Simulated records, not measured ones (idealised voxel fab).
The following is a process module called voxel transistor to metal.
FYI the section here is cut, 270 nm wide, cells are 5 nm squares.
A cross-section is a grid of square cells, given in bands from the top down. A band is one or more rows of cells. Read a band's entry like this: the first values are the height of its top and the height of its bottom in nm, and what follows is the sequence of materials from left to right, each with its width in nm. Note that "air" is empty space, and that a single material marked "edge to edge" reaches across the band from edge to edge. Ref level 0: as-received wafer is one material below here. Bottom band extends down with no lower bound ("z 0 and below"). It should be noted that a width expressed as "30 to 40" varies in equal increments from row to row of cells within the band, taking the value of the first number at the top row and that of the second number at the bottom row. Basically "remained unchanged" means that step didn't change any cell in the cross-section. Look at "Closed void roster" for the closed voids: empty spaces with no open path to the top, sized 8 cells or up. Each is width x height at distance, distance from the left edge, all nm. On a step's line, text after the settings is the simulator commenting on that step. overlay nm: right-of-plan distance of the mask on a masked step; negative values mean left-of-plan.

**Set out below are the planned steps of the process**
1: RECEIVE, material Si
2: OXIDIZE, depth nm 5
3: CONFORMAL_DEP, material SiN, thk nm 10
4: MASKED_ETCH, tone cover, mask id ACTIVE, width nm 110, pitch nm 130, etch materials SiN, depth nm 10, overlay nm 0
5: MASKED_ETCH, tone cover, mask id ACTIVE, width nm 110, pitch nm 130, etch materials SiO2, depth nm 5, overlay nm 0
6: MASKED_ETCH, tone cover, mask id ACTIVE, width nm 110, pitch nm 130, etch materials Si, depth nm 20, overlay nm 0
7: FILL_DEP, material SiO2, thk nm 5
8: CMP, height nm 10
9: SELECTIVE_ETCH, etch materials SiO2, depth nm 5
10: STRIP, etch materials SiN
11: SELECTIVE_ETCH, etch materials SiO2, depth nm 5
12: OXIDIZE, depth nm 5
13: DIRECTIONAL_DEP, material polySi, thk nm 25
14: DIRECTIONAL_DEP, material SiCN, thk nm 10
15: PATTERN, tone cover, mask id GATE, material resist, width nm 20, pitch nm 130, thk nm 20, overlay nm 0
16: DIRECTIONAL_ETCH, etch materials SiCN, depth nm 20
17: DIRECTIONAL_ETCH, etch materials polySi, depth nm 35
18: STRIP, etch materials resist
19: CONFORMAL_DEP, material SiN, thk nm 5
20: DIRECTIONAL_ETCH, etch materials SiN, depth nm 5
21: DIRECTIONAL_ETCH, etch materials SiO2, depth nm 5
22: EPI, material SiGe, thk nm 5
23: FILL_DEP, material SiO2, thk nm 10
24: CMP, height nm 30
25: DIRECTIONAL_DEP, material SiO2, thk nm 10
26: PATTERN, tone open, mask id CONTACT, material resist, width nm 30, thk nm 20, overlay nm 0
27: DIRECTIONAL_ETCH, etch materials SiO2, depth nm 45
28: STRIP, etch materials resist
29: CONFORMAL_DEP, material TiN, thk nm 5
30: FILL_DEP, material Ru, thk nm 10
31: CMP, height nm 40
32: DIRECTIONAL_DEP, material TiN, thk nm 5
33: DIRECTIONAL_DEP, material W, thk nm 15
34: PATTERN, tone cover, mask id METAL_1, material resist, width nm 20, thk nm 15, overlay nm 0
35: DIRECTIONAL_ETCH, etch materials W, depth nm 15
36: DIRECTIONAL_ETCH, etch materials TiN, depth nm 5
37: STRIP, etch materials resist
38: CONFORMAL_DEP, material SiN, thk nm 5
39: FILL_DEP, material SiO2, thk nm 5
40: CMP, height nm 60
41: CONFORMAL_DEP, material SiN, thk nm 5

**Cross-section of the wafer at receipt, which is the condition after step 1**
    z 0 and below  Si edge to edge
    Closed void roster: none

**Looking at the first of two wafers in cross-section at end of module - ran to plan**
    z 65 to 60  SiN edge to edge
    z 60 to 45  SiO2 20 nm | SiN 5 nm | W 20 nm | SiN 5 nm | SiO2 40 nm | SiN 5 nm | W 20 nm | SiN 5 nm | SiO2 30 nm | SiN 5 nm | W 20 nm | SiN 5 nm | SiO2 40 nm | SiN 5 nm | W 20 nm | SiN 5 nm | SiO2 20 nm
    z 45 to 40  SiN 25 nm | TiN 20 nm | SiN 50 nm | TiN 20 nm | SiN 40 nm | TiN 20 nm | SiN 50 nm | TiN 20 nm | SiN 25 nm
    z 40 to 30  SiO2 25 nm | TiN 5 nm | Ru 20 nm | TiN 5 nm | SiO2 30 nm | TiN 5 nm | Ru 20 nm | TiN 5 nm | SiO2 40 nm | TiN 5 nm | Ru 20 nm | TiN 5 nm | SiO2 30 nm | TiN 5 nm | Ru 20 nm | TiN 5 nm | SiO2 25 nm
    z 30 to 20  SiO2 25 nm | TiN 5 nm | Ru 20 nm | TiN 5 nm | SiN 5 nm | SiCN 20 nm | SiN 5 nm | TiN 5 nm | Ru 20 nm | TiN 5 nm | SiO2 40 nm | TiN 5 nm | Ru 20 nm | TiN 5 nm | SiN 5 nm | SiCN 20 nm | SiN 5 nm | TiN 5 nm | Ru 20 nm | TiN 5 nm | SiO2 25 nm
    z 20 to 0  SiO2 25 nm | TiN 5 nm | Ru 20 nm | TiN 5 nm | SiN 5 nm | polySi 20 nm | SiN 5 nm | TiN 5 nm | Ru 20 nm | TiN 5 nm | SiO2 40 nm | TiN 5 nm | Ru 20 nm | TiN 5 nm | SiN 5 nm | polySi 20 nm | SiN 5 nm | TiN 5 nm | Ru 20 nm | TiN 5 nm | SiO2 25 nm
    z 0 to -5  SiO2 10 nm | SiN 5 nm | SiO2 10 nm | TiN 30 nm | SiN 5 nm | polySi 20 nm | SiN 5 nm | TiN 30 nm | SiO2 10 nm | SiN 5 nm | SiO2 10 nm | SiN 5 nm | SiO2 10 nm | TiN 30 nm | SiN 5 nm | polySi 20 nm | SiN 5 nm | TiN 30 nm | SiO2 10 nm | SiN 5 nm | SiO2 10 nm
    z -5 to -10  SiO2 15 nm | SiGe 40 nm | SiO2 30 nm | SiGe 40 nm | SiO2 20 nm | SiGe 40 nm | SiO2 30 nm | SiGe 40 nm | SiO2 15 nm
    z -10 to -25  SiO2 15 nm | Si 110 nm | SiO2 20 nm | Si 110 nm | SiO2 15 nm
    z -25 and below  Si edge to edge
    Closed void roster: none

**End of module, second wafer, cross-section. Started like the first, planned like the first, run with one mistake**
    z 65 to 60  SiN edge to edge
    z 60 to 45  SiO2 20 nm | SiN 5 nm | W 20 nm | SiN 5 nm | SiO2 40 nm | SiN 5 nm | W 20 nm | SiN 5 nm | SiO2 30 nm | SiN 5 nm | W 20 nm | SiN 5 nm | SiO2 40 nm | SiN 5 nm | W 20 nm | SiN 5 nm | SiO2 20 nm
    z 45 to 40  SiN 25 nm | TiN 20 nm | SiN 50 nm | TiN 20 nm | SiN 40 nm | TiN 20 nm | SiN 50 nm | TiN 20 nm | SiN 25 nm
    z 40 to 30  SiO2 25 nm | TiN 5 nm | Ru 20 nm | TiN 5 nm | SiO2 30 nm | TiN 5 nm | Ru 20 nm | TiN 5 nm | SiO2 40 nm | TiN 5 nm | Ru 20 nm | TiN 5 nm | SiO2 30 nm | TiN 5 nm | Ru 20 nm | TiN 5 nm | SiO2 25 nm
    z 30 to 25  SiO2 25 nm | TiN 5 nm | Ru 20 nm | TiN 5 nm | SiN 5 nm | SiCN 20 nm | SiN 5 nm | TiN 5 nm | Ru 20 nm | TiN 5 nm | SiO2 40 nm | TiN 5 nm | Ru 20 nm | TiN 5 nm | SiN 5 nm | SiCN 20 nm | SiN 5 nm | TiN 5 nm | Ru 20 nm | TiN 5 nm | SiO2 25 nm
    z 25 to 5  SiO2 25 nm | TiN 5 nm | Ru 20 nm | TiN 5 nm | SiN 5 nm | polySi 20 nm | SiN 5 nm | TiN 5 nm | Ru 20 nm | TiN 5 nm | SiO2 40 nm | TiN 5 nm | Ru 20 nm | TiN 5 nm | SiN 5 nm | polySi 20 nm | SiN 5 nm | TiN 5 nm | Ru 20 nm | TiN 5 nm | SiO2 25 nm
    z 5 to 0  SiO2 25 nm | TiN 30 nm | SiN 5 nm | polySi 20 nm | SiN 5 nm | TiN 30 nm | SiO2 40 nm | TiN 30 nm | SiN 5 nm | polySi 20 nm | SiN 5 nm | TiN 30 nm | SiO2 25 nm
    z 0 to -5  SiO2 10 nm | SiGe 45 nm | SiO2 30 nm | SiGe 45 nm | SiO2 10 nm | SiGe 45 nm | SiO2 30 nm | SiGe 45 nm | SiO2 10 nm
    z -5 to -25  SiO2 15 nm | Si 110 nm | SiO2 20 nm | Si 110 nm | SiO2 15 nm
    z -25 and below  Si edge to edge
    Closed void roster: none
Nonconformance to the process plan: steps 10 and 11 were swapped
Wafer comparison, final, in cells, second relative to first, materials more or fewer: Ru: 16 fewer, Si: 44 more, SiCN: 8 fewer, SiGe: 4 more, SiN: 8 fewer, SiO2: 8 fewer, TiN: 8 fewer
